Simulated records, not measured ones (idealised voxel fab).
This is a process module. Its name is voxel self aligned contacts.
Square cell edge 5 nm, section width 175 nm, ID cut.
This document writes a cross-section as a grid whose cells are square, and gives it as bands, listed from the top down; one or more rows of cells form a band. In this notation a band is specified by the heights of its top and bottom, in that order and in nm, after which its materials appear from left to right, each paired with its width in nm. The word "edge to edge" attached to a single material means that material fills the band from edge to edge; the word "empty" stands for empty space. Convention: height 0 is the level below which the wafer, as received, is all one material. The lowest band does not terminate at the bottom but continues downward, represented as "0 and below". With a width like "30 to 40", each row of cells in the band differs from the next by the same amount, the top row carrying the first number and the bottom row the second. "same as before" (step): cross-section cells unchanged, all of them. Basically, "Closed void list" tells you about the enclosed voids: empty spaces with no open way to the top, 8 cells or bigger, each written width x height at distance, where distance is from the left edge, all in nm. Whatever follows a step's settings on its line is a remark the simulator itself makes about that step. overlay nm: where the mask lay relative to plan, measured to the right, on steps with a mask; negatives go left.
# List of planned process steps
- 1: RECEIVE: material Si
- 2: CONFORMAL_DEP: material SiO2, thk nm 5
- 3: DIRECTIONAL_DEP: material polySi, thk nm 25
- 4: DIRECTIONAL_DEP: material SiN, thk nm 25
- 5: MASKED_ETCH: tone cover, mask id GATE, width nm 30, pitch nm 65, etch materials SiN, depth nm 25, overlay nm 0
- 6: MASKED_ETCH: tone cover, mask id GATE, width nm 30, pitch nm 65, etch materials polySi, depth nm 25, overlay nm 0
- 7: CONFORMAL_DEP: material SiN, thk nm 10
- 8: DIRECTIONAL_ETCH: etch materials SiN, depth nm 10
- 9: FILL_DEP: material SiO2, thk nm 10
- 10: CMP: height nm 60
- 11: MASKED_ETCH: tone open, mask id CONTACT, width nm 45, etch materials SiO2, depth nm 60, overlay nm 0
- 12: CONFORMAL_DEP: material TiN, thk nm 5
- 13: FILL_DEP: material W, thk nm 5
- 14: CMP: height nm 60
- 15: CONFORMAL_DEP: material SiN, thk nm 5
# Delivered wafer in cross-section: state after step 1
	0 and below = Si edge to edge
	Closed void list: none
# Cross-sectional result after module completion. Note: starting condition and plan are unchanged from above; one processing mistake was made
	65 down to 60 = SiN edge to edge
	60 down to 55 = SiO2: 30; SiN: 50; TiN: 15; SiN: 50; SiO2: 30
	55 down to 30 = SiN edge to edge
	30 down to 5 = polySi edge to edge
	5 down to 0 = SiO2 edge to edge
	0 and below = Si edge to edge
	Closed void list: none
What broke from the plan during processing? execution of plan step 4 occurred twice
